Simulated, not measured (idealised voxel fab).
The following process module bears the name voxel released beams.
Xsec cut, 200 nm wide, square cell size 5 nm.
We lay out every cross-section as a grid of square cells and spell it out in bands from the top down, where one band means one or more rows of cells. It is stipulated that each band's entry specify, in nanometres, the height of the top of the band and then that of its bottom, followed by the materials of the band in left-to-right sequence, each together with its width in nanometres. A single material marked by the word "all across" is understood to fill the band from edge to edge; the word "air" is understood to denote empty space. Heights are reckoned from 0. Under this level, the received wafer is all of one material. The bottommost band is open-ended downward, for example "0 and below". Width: "30->40" (first number = top row, second number = bottom row, same change from row to row of cells). The designation "no modification", where it is given for a processing step, indicates that no cell of the cross-section was altered in the course of that step. This entry, "Enclosed internal voids", enumerates those empty regions of no fewer than 8 cells that possess no open connection to the top. Each region is reported in the form width x height at distance, the distance being taken from the left edge, with all three quantities expressed in nm. It should be noted that, on the line of a given step, the content following the step's settings is a remark produced by the simulator itself with respect to that step. overlay nm: how far to the right of its planned place the mask lay on this masked step (negative: to the left).
# So here's the lineup of process steps we planned
1: RECEIVE with material Si
2: CONFORMAL_DEP with material Al2O3, thk nm 10
3: DIRECTIONAL_DEP with material SiO2, thk nm 20
4: PATTERN with tone open, mask id ANCHOR, material resist, width nm 25, thk nm 20, overlay nm 0
5: DIRECTIONAL_ETCH with etch materials SiO2, depth nm 20
6: STRIP with etch materials resist
7: CONFORMAL_DEP with material W, thk nm 10
8: MASKED_ETCH with tone cover, mask id BEAM, width nm 90, etch materials W, depth nm 10, overlay nm 0
9: STRIP with etch materials SiO2
# Cross-section: wafer on arrival = after step 1
- 0 and below  Si all across
- Enclosed internal voids: none
# first wafer at the end, as planned
- 40 down to 30  air (50), W (15), air (5), W (70), air (60)
- 30 down to 20  air (55), W (10), air (5), W (10), air (120)
- 20 down to 10  air (55), W (25), air (120)
- 10 down to 0  Al2O3 all across
- 0 and below  Si all across
- Enclosed internal voids: none
# Now the second wafer, cross-sectioned at the end of the module. Nothing different at the start, nothing different in the plan compared with the first, just one mistake when it was actually run
- 40 down to 30  air (50), W (40), air (110)
- 30 down to 20  air (45), W (10), SiO2 (25), W (10), air (110)
- 20 down to 10  air (45), W (10), SiO2 (25), W (60), air (60)
- 10 down to 0  Al2O3 all across
- 0 and below  Si all across
- Enclosed internal voids: none
What went wrong in running the wafer? heads up, step 4 didn't go per plan, it actually ran as PATTERN with tone cover, mask id ANCHOR, material resist, width nm 25, thk nm 20, overlay nm 0
Wrapping up, a cell-based count of both wafers puts the second over or under the first for these materials: SiO2 +20
